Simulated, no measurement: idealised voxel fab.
This is a process module. Its name is voxel air gaps.
cross-section cut | 225 nm wide | cells 5 nm
Cross-section, as written here: a square-cell grid given band by band from the top down, where a band holds one or more rows of cells. Within each band entry, the heights of the top and of the bottom of the band appear first, in that order and in nm; the materials of the band then follow from left to right, each with its corresponding width in nm. The designation "all across" on a single material indicates that it fills the band from edge to edge; the designation "empty" indicates empty space. Heights from 0 (as-received wafer is one material below). Bottom band endless downward, as "0 and below". With a width like "30 to 40", each row of cells in the band differs from the next by the same amount, the top row carrying the first number and the bottom row the second. No cell of the cross-section changed in a step that is given as "identical to before". Listed in "Enclosed empty spaces": every empty space of 8 or more cells without an open way to the top. Form: width x height at distance, the distance being from the left edge, all in nm. What comes after the settings on a step's line is commentary from the simulator itself on that step. overlay nm: step with mask; distance mask lay right of planned place; negative value = left of planned place.

The planned process steps are enumerated hereunder
1. RECEIVE, material Si
2. CONFORMAL_DEP, material SiO2, thk nm 15
3. CONFORMAL_DEP, material SiN, thk nm 5
4. DIRECTIONAL_DEP, material lowk, thk nm 30
5. DIRECTIONAL_DEP, material aC, thk nm 10
6. PATTERN, tone open, mask id LINES, material resist, width nm 15, pitch nm 40, thk nm 25, overlay nm 0
7. DIRECTIONAL_ETCH, etch materials aC, depth nm 10
8. STRIP, etch materials resist
9. DIRECTIONAL_ETCH, etch materials lowk, depth nm 30
10. STRIP, etch materials aC
11. CONFORMAL_DEP, material TiN, thk nm 5
12. FILL_DEP, material W, thk nm 10
13. CMP, height nm 50
14. EPI, material Ru, thk nm 10
15. SELECTIVE_ETCH, etch materials lowk, depth nm 40
16. CONFORMAL_DEP, material SiCN, thk nm 5
Heads up: all these wafers start the same, and what changes between them is the thk nm in step 16. The value you see in the plan is just what the first wafer got.

So this is the first of several wafers, cross-sectioned as it came to us, meaning it's at the end of step 1
	0 and below: Si all across
	Enclosed empty spaces: none

Take any row and you have a wafer at the end of the module: how many cells of each material it has gained (+) or lost (-) since it was received, and then its closed voids
thk nm 5, +56 Ru, +129 SiCN, +45 SiN, +135 SiO2, +52 TiN, +20 W, Enclosed empty spaces: 15 x 20 at 65; 15 x 20 at 105; 15 x 20 at 145
thk nm 10, +56 Ru, +198 SiCN, +45 SiN, +135 SiO2, +52 TiN, +20 W, Enclosed empty spaces: 15 x 20 at 65; 15 x 20 at 105; 15 x 20 at 145
thk nm 15, +56 Ru, +267 SiCN, +45 SiN, +135 SiO2, +52 TiN, +20 W, Enclosed empty spaces: 15 x 20 at 65; 15 x 20 at 105; 15 x 20 at 145
thk nm 20, +56 Ru, +328 SiCN, +45 SiN, +135 SiO2, +52 TiN, +20 W, Enclosed empty spaces: 15 x 20 at 65; 15 x 20 at 105; 15 x 20 at 145
